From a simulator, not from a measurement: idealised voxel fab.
process module | voxel ribs on slabs
cross-section cut | 250 nm wide | cells 5 nm
A cross-section is a grid of square cells, given in bands from the top down. A band is one or more rows of cells.
Each band's line starts with the height of the band's top and of its bottom, in nm. Then come its materials from left to right, each with its width in nm. One material with "throughout" fills the band from edge to edge. "air" is empty space.
Height 0 is the level under which the wafer as received is all one material. The lowest band goes on downwards, as in "0 down".
A width such as "30 to 40" changes by the same amount from each row of cells to the next, from the band's top row to its bottom row.
"no change" after a step means that no cell of the cross-section changed.
closed voids: empty space of 8 cells or more with no open way to the top, each as width x height at its distance from the left edge, in nm
after a step's settings: what the simulator itself notes on the step
overlay nm, on a step with a mask: how far to the right of its planned place the mask lay; to the left if negative
plan
1 op RECEIVE | material Si
2 op DIRECTIONAL_DEP | material SiO2 | thk nm 25
3 op DIRECTIONAL_DEP | material polySi | thk nm 15
4 op PATTERN | tone cover | mask id RIB | material resist | width nm 30 | thk nm 20 | overlay nm 0
5 op DIRECTIONAL_ETCH | etch materials polySi | depth nm 10
6 op STRIP | etch materials resist
7 op MASKED_ETCH | tone cover | mask id SLAB | width nm 90 | etch materials polySi | depth nm 5 | overlay nm 0
8 op FILL_DEP | material SiO2 | thk nm 25
9 op CMP | height nm 60
10 op DIRECTIONAL_DEP | material TiN | thk nm 5
11 op MASKED_ETCH | tone cover | mask id HEATER | width nm 40 | etch materials TiN | depth nm 5 | overlay nm 0
12 op CONFORMAL_DEP | material SiO2 | thk nm 10
as received, after step 1
  0 down: Si throughout
  closed voids: none
first wafer at the end, as planned
  75 to 70: air 95 | SiO2 60 | air 95
  70 to 65: SiO2 throughout
  65 to 60: SiO2 105 | TiN 40 | SiO2 105
  60 to 40: SiO2 throughout
  40 to 30: SiO2 110 | polySi 30 | SiO2 110
  30 to 25: SiO2 80 | polySi 90 | SiO2 80
  25 to 0: SiO2 throughout
  0 down: Si throughout
  closed voids: none
second wafer at the end: like start, like plan, one mistake
  75 to 70: air 95 | SiO2 60 | air 95
  70 to 65: SiO2 throughout
  65 to 60: SiO2 105 | TiN 40 | SiO2 105
  60 to 40: SiO2 throughout
  40 to 30: SiO2 100 | polySi 30 | SiO2 120
  30 to 25: SiO2 80 | polySi 90 | SiO2 80
  25 to 0: SiO2 throughout
  0 down: Si throughout
  closed voids: none
what went wrong: step 4 ran as: op PATTERN | tone cover | mask id RIB | material resist | width nm 30 | thk nm 20 | overlay nm -10
at the end the second wafer has, in cells: as many of each material as the first, in other places
